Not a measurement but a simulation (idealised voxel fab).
process module | voxel gate over fins
cross-section cut | 280 nm wide | cells 5 nm
A cross-section is a grid of square cells, given in bands from the top down. A band is one or more rows of cells.
Each band's line starts with the height of the band's top and of its bottom, in nm. Then come its materials from left to right, each with its width in nm. One material with "throughout" fills the band from edge to edge. "air" is empty space.
Height 0 is the level under which the wafer as received is all one material. The lowest band goes on downwards, as in "0 down".
A width such as "30 to 40" changes by the same amount from each row of cells to the next, from the band's top row to its bottom row.
"no change" after a step means that no cell of the cross-section changed.
closed voids: empty space of 8 cells or more with no open way to the top, each as width x height at its distance from the left edge, in nm
after a step's settings: what the simulator itself notes on the step
overlay nm, on a step with a mask: how far to the right of its planned place the mask lay; to the left if negative
plan
1 op RECEIVE | material Si
2 op CONFORMAL_DEP | material SiN | thk nm 10
3 op MASKED_ETCH | tone cover | mask id FINS | width nm 15 | pitch nm 45 | etch materials SiN | depth nm 10 | overlay nm 0
4 op MASKED_ETCH | tone cover | mask id FINS | width nm 15 | pitch nm 45 | etch materials Si | depth nm 30 | overlay nm 0
5 op OXIDIZE | depth nm 5
6 op FILL_DEP | material SiO2 | thk nm 5
7 op CMP | height nm 10
8 op SELECTIVE_ETCH | etch materials SiO2 | depth nm 20
9 op STRIP | etch materials SiN
10 op CONFORMAL_DEP | material HfO2 | thk nm 5
11 op CONFORMAL_DEP | material TiN | thk nm 5
12 op CONFORMAL_DEP | material TiAl | thk nm 5
13 op CONFORMAL_DEP | material TiN | thk nm 5
14 op FILL_DEP | material W | thk nm 15
15 op CMP | height nm 30
16 op CONFORMAL_DEP | material SiN | thk nm 10
as received, after step 1
  0 down: Si throughout
  closed voids: none
a wafer at the end: this start, this plan, one mistake
  40 to 30: SiN throughout
  30 to 20: W throughout
  20 to 10: W 95 | TiN 90 | W 95
  10 to 5: TiN 105 | TiAl 25 | TiN 20 | TiAl 25 | TiN 105
  5 to 0: TiN 105 | TiAl 5 | HfO2 15 | TiAl 5 | TiN 20 | TiAl 5 | HfO2 15 | TiAl 5 | TiN 105
  0 to -5: TiAl 110 | HfO2 5 | Si 5 | HfO2 5 | TiAl 30 | HfO2 5 | Si 5 | HfO2 5 | TiAl 110
  -5 to -10: HfO2 115 | Si 5 | HfO2 40 | Si 5 | HfO2 115
  -10 to -35: SiO2 115 | Si 5 | SiO2 40 | Si 5 | SiO2 115
  -35 down: Si throughout
  closed voids: none
what went wrong: steps 11 and 12 were swapped
